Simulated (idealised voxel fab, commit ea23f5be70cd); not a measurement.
Process module in this document: voxel self aligned vias
Pictured: cross-section cut, 200 nm wide, on a grid of 5 nm square cells.
Cross-section, as written here: a square-cell grid given band by band from the top down, where a band holds one or more rows of cells. Quick guide to a band line: top height, bottom height (nm) up front; then every material left to right with its width in nm. Only one material and it's marked "throughout"? Then it fills the band edge to edge. And "empty" just means empty space. Basically, 0 is our baseline, since under it the wafer straight out of the box is all one material. The bottom band has no lower end and keeps on going down, so it looks like "0..down". It should be noted that a width expressed as "30..40" varies in equal increments from row to row of cells within the band, taking the value of the first number at the top row and that of the second number at the bottom row. What does "no alterations made" mean for a step? It means no cell of the cross-section changed in that step. Reported under the label "Closed void register" are the empty spaces having no open way to the top and comprising 8 cells or more; the notation for each is width x height at distance, in which the distance is measured from the left edge and all three values are in nm. Anything after a step's settings on that line? It's the simulator's own note about the step. overlay nm: right-of-plan distance of the mask on a masked step; negative values mean left-of-plan.
[Steps planned for the process]
| 1 | RECEIVE,material Si |
| 2 | CONFORMAL_DEP,material SiO2,thk nm 10 |
| 3 | CONFORMAL_DEP,material SiCN,thk nm 5 |
| 4 | DIRECTIONAL_DEP,material SiO2,thk nm 30 |
| 5 | PATTERN,tone open,mask id LINES,material resist,width nm 30,pitch nm 70,thk nm 15,overlay nm 0 |
| 6 | DIRECTIONAL_ETCH,etch materials SiO2,depth nm 30 |
| 7 | STRIP,etch materials resist |
| 8 | CONFORMAL_DEP,material TiN,thk nm 5 |
| 9 | FILL_DEP,material Ru,thk nm 10 |
| 10 | CMP,height nm 45 |
| 11 | SELECTIVE_ETCH,etch materials W Ru TiN,depth nm 5 |
| 12 | FILL_DEP,material SiN,thk nm 5 |
| 13 | CMP,height nm 45 |
| 14 | DIRECTIONAL_DEP,material SiO2,thk nm 20 |
| 15 | PATTERN,tone open,mask id VIAS,material resist,width nm 50,pitch nm 70,thk nm 15,overlay nm 0 |
| 16 | DIRECTIONAL_ETCH,etch materials SiO2,depth nm 20 |
| 17 | DIRECTIONAL_ETCH,etch materials SiN,depth nm 5 |
| 18 | STRIP,etch materials resist |
| 19 | CONFORMAL_DEP,material TiN,thk nm 5 |
| 20 | FILL_DEP,material W,thk nm 5 |
| 21 | CMP,height nm 65 |
| 22 | CONFORMAL_DEP,material SiCN,thk nm 5 |
[Wafer at receipt (post step 1), cross-section]
> 0..down: Si throughout
> Closed void register: none
[Cross-section: first of two wafers, module finished, run according to plan]
> 70..65: SiCN throughout
> 65..50: SiO2 40 nm; TiN 5 nm; W 40 nm; TiN 5 nm; SiO2 20 nm; TiN 5 nm; W 40 nm; TiN 5 nm; SiO2 40 nm
> 50..45: SiO2 40 nm; TiN 15 nm; W 20 nm; TiN 15 nm; SiO2 20 nm; TiN 15 nm; W 20 nm; TiN 15 nm; SiO2 40 nm
> 45..40: SiO2 50 nm; TiN 30 nm; SiO2 40 nm; TiN 30 nm; SiO2 50 nm
> 40..20: SiO2 50 nm; TiN 5 nm; Ru 20 nm; TiN 5 nm; SiO2 40 nm; TiN 5 nm; Ru 20 nm; TiN 5 nm; SiO2 50 nm
> 20..15: SiO2 50 nm; TiN 30 nm; SiO2 40 nm; TiN 30 nm; SiO2 50 nm
> 15..10: SiCN throughout
> 10..0: SiO2 throughout
> 0..down: Si throughout
> Closed void register: none
[So this is wafer number two of the two, cut at the end of the module - it started where the first did and had the same plan, we just got one thing wrong running it]
> 70..65: SiCN throughout
> 65..45: SiO2 40 nm; TiN 5 nm; W 40 nm; TiN 5 nm; SiO2 20 nm; TiN 5 nm; W 40 nm; TiN 5 nm; SiO2 40 nm
> 45..40: SiN 40 nm; TiN 50 nm; SiN 20 nm; TiN 50 nm; SiN 40 nm
> 40..35: TiN 55 nm; Ru 20 nm; TiN 50 nm; Ru 20 nm; TiN 55 nm
> 35..20: SiO2 50 nm; TiN 5 nm; Ru 20 nm; TiN 5 nm; SiO2 40 nm; TiN 5 nm; Ru 20 nm; TiN 5 nm; SiO2 50 nm
> 20..15: SiO2 50 nm; TiN 30 nm; SiO2 40 nm; TiN 30 nm; SiO2 50 nm
> 15..10: SiCN throughout
> 10..0: SiO2 throughout
> 0..down: Si throughout
> Closed void register: none
Deviation noted in wafer processing: the process deviated at step 4: the operation and settings actually run there were DIRECTIONAL_DEP,material SiO2,thk nm 20
Final difference in cells, second wafer against first, listed per material as more or fewer: +20 SiN | -56 SiO2 | +28 TiN | +8 W
